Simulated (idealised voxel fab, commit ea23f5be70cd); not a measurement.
process module | voxel self aligned contacts
cross-section cut | 250 nm wide | cells 5 nm
A cross-section is a grid of square cells, given in bands from the top down. A band is one or more rows of cells.
Each band's line starts with the height of the band's top and of its bottom, in nm. Then come its materials from left to right, each with its width in nm. One material with "throughout" fills the band from edge to edge. "air" is empty space.
Height 0 is the level under which the wafer as received is all one material. The lowest band goes on downwards, as in "0 down".
A width such as "30 to 40" changes by the same amount from each row of cells to the next, from the band's top row to its bottom row.
"no change" after a step means that no cell of the cross-section changed.
closed voids: empty space of 8 cells or more with no open way to the top, each as width x height at its distance from the left edge, in nm
after a step's settings: what the simulator itself notes on the step
overlay nm, on a step with a mask: how far to the right of its planned place the mask lay; to the left if negative
plan
1 op RECEIVE | material Si
2 op OXIDIZE | depth nm 5
3 op DIRECTIONAL_DEP | material polySi | thk nm 25
4 op DIRECTIONAL_DEP | material SiN | thk nm 20
5 op DIRECTIONAL_DEP | material aC | thk nm 15
6 op PATTERN | tone cover | mask id GATE | material resist | width nm 30 | pitch nm 75 | thk nm 30 | overlay nm 0
7 op DIRECTIONAL_ETCH | etch materials aC | depth nm 15
8 op STRIP | etch materials resist
9 op DIRECTIONAL_ETCH | etch materials SiN | depth nm 20
10 op DIRECTIONAL_ETCH | etch materials polySi | depth nm 25
11 op STRIP | etch materials aC
12 op CONFORMAL_DEP | material SiN | thk nm 10
13 op DIRECTIONAL_ETCH | etch materials SiN | depth nm 10
14 op FILL_DEP | material SiO2 | thk nm 15
15 op CMP | height nm 55
16 op DIRECTIONAL_DEP | material aC | thk nm 15
17 op PATTERN | tone open | mask id CONTACT | material resist | width nm 55 | thk nm 30 | overlay nm 0
18 op DIRECTIONAL_ETCH | etch materials aC | depth nm 15
19 op STRIP | etch materials resist
20 op DIRECTIONAL_ETCH | etch materials SiO2 | depth nm 60
21 op STRIP | etch materials aC
22 op CONFORMAL_DEP | material TiN | thk nm 5
23 op FILL_DEP | material W | thk nm 5
24 op CMP | height nm 55
25 op CONFORMAL_DEP | material SiCN | thk nm 5
as received, after step 1
  0 down: Si throughout
  closed voids: none
a wafer at the end: this start, this plan, one mistake
  60 to 55: SiCN throughout
  55 to 45: SiO2 60 | W 50 | TiN 5 | W 15 | TiN 5 | W 50 | SiO2 65
  45 to 25: SiO2 60 | W 10 | SiN 30 | W 10 | TiN 5 | W 15 | TiN 5 | W 10 | SiN 30 | W 10 | SiO2 65
  25 to 15: SiO2 60 | W 10 | polySi 30 | W 10 | TiN 5 | W 15 | TiN 5 | W 10 | polySi 30 | W 10 | SiO2 65
  15 to 10: SiO2 60 | W 10 | polySi 30 | W 10 | TiN 25 | W 10 | polySi 30 | W 10 | SiO2 65
  10 to 0: W 70 | polySi 30 | W 45 | polySi 30 | W 75
  0 to -5: SiO2 throughout
  -5 down: Si throughout
  closed voids: none
what went wrong: step 12 ran as: op CONFORMAL_DEP | material W | thk nm 10
